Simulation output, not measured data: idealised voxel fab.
process module | voxel spacer lines
cross-section cut | 205 nm wide | cells 5 nm
A cross-section is a grid of square cells, given in bands from the top down. A band is one or more rows of cells.
Each band's line starts with the height of the band's top and of its bottom, in nm. Then come its materials from left to right, each with its width in nm. One material with "throughout" fills the band from edge to edge. "air" is empty space.
Height 0 is the level under which the wafer as received is all one material. The lowest band goes on downwards, as in "0 down".
A width such as "30 to 40" changes by the same amount from each row of cells to the next, from the band's top row to its bottom row.
"no change" after a step means that no cell of the cross-section changed.
closed voids: empty space of 8 cells or more with no open way to the top, each as width x height at its distance from the left edge, in nm
after a step's settings: what the simulator itself notes on the step
overlay nm, on a step with a mask: how far to the right of its planned place the mask lay; to the left if negative
plan
1 op RECEIVE | material Si
2 op CONFORMAL_DEP | material Al2O3 | thk nm 10
3 op DIRECTIONAL_DEP | material W | thk nm 15
4 op DIRECTIONAL_DEP | material aC | thk nm 20
5 op PATTERN | tone cover | mask id MANDREL | material resist | width nm 15 | pitch nm 50 | thk nm 25 | overlay nm 0
6 op DIRECTIONAL_ETCH | etch materials aC | depth nm 20
7 op STRIP | etch materials resist
8 op CONFORMAL_DEP | material SiO2 | thk nm 10
9 op DIRECTIONAL_ETCH | etch materials SiO2 | depth nm 10
10 op STRIP | etch materials aC
11 op DIRECTIONAL_ETCH | etch materials W | depth nm 15
12 op STRIP | etch materials SiO2
13 op FILL_DEP | material SiO2 | thk nm 10
14 op CMP | height nm 25
as received, after step 1
  0 down: Si throughout
  closed voids: none
first wafer at the end, as planned
  25 to 10: SiO2 60 | W 10 | SiO2 15 | W 10 | SiO2 15 | W 10 | SiO2 15 | W 10 | SiO2 60
  10 to 0: Al2O3 throughout
  0 down: Si throughout
  closed voids: none
second wafer at the end: like start, like plan, one mistake
  25 to 15: Al2O3 throughout
  15 to 0: W throughout
  0 down: Si throughout
  closed voids: none
what went wrong: steps 2 and 3 were swapped
at the end the second wafer has, in cells: 99 fewer of SiO2 | 99 more of W
